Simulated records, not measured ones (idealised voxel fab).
voxel tone inversion: a process module
Each square cell in cross-section cut measures 5 nm, and the section as a whole is 255 nm wide.
Bands, listed from the top down, are how a cross-section gets written in this document; the cross-section itself is a grid of square cells, and a band is one or more rows of them. Top height, bottom height, nm. Materials left to right, width each, nm. Single material + "edge to edge" = fills band edge to edge. "empty" = empty. Measure heights from 0. That's the level where, below it, the as-received wafer is all one material. The lowest band is bottomless and extends downward; write it as in "0 down". When a width is written as two numbers, as in "30..40", the first number is the width in the top row of cells of the band and the second is the width in its bottom row, and the width changes by the same amount from each row to the next. "no alteration" -> step changed no cross-section cell. Under "Enclosed cavities" you'll find the enclosed gaps, the ones with no way out to the top, that are 8 cells or bigger; each reads width x height at distance, with distance counted from the left edge, everything in nm. Read whatever lies past the settings on a step's line as the simulator's own remark about the step. "overlay nm" answers the question of how far to the right of plan the mask lay on a step that has a mask, and when it is negative the answer is to the left.
[Planned process steps]
1) RECEIVE,material Si
2) CONFORMAL_DEP,material SiN,thk nm 5
3) DIRECTIONAL_DEP,material aC,thk nm 20
4) PATTERN,tone cover,mask id POSTS,material resist,width nm 25,pitch nm 55,thk nm 25,overlay nm 0
5) DIRECTIONAL_ETCH,etch materials aC,depth nm 20
6) STRIP,etch materials resist
7) FILL_DEP,material SiO2,thk nm 10
8) CMP,height nm 25
9) STRIP,etch materials aC
10) CONFORMAL_DEP,material TiN,thk nm 5
11) FILL_DEP,material Cu,thk nm 10
12) CMP,height nm 25
13) CONFORMAL_DEP,material SiN,thk nm 5
Every wafer here starts from the same state; it is the step 2 thk nm that distinguishes them, and the value the plan gives belongs to the first wafer.
[Step 1 complete: as-received cross-section of the first of several wafers]
* 0 down | Si edge to edge
* Enclosed cavities: none
[The following table contains a row per wafer, in which are reported, at the conclusion of the module, the cells of each material gained (+) or lost (-) since the wafer's receipt, with its closed voids given thereafter]
thk nm 5 | +36 Cu | +102 SiN | +124 SiO2 | +44 TiN | Enclosed cavities: none
thk nm 10 | +24 Cu | +153 SiN | +93 SiO2 | +36 TiN | Enclosed cavities: none
thk nm 15 | +12 Cu | +204 SiN | +62 SiO2 | +28 TiN | Enclosed cavities: none
thk nm 20 | +255 SiN | +31 SiO2 | +20 TiN | Enclosed cavities: none
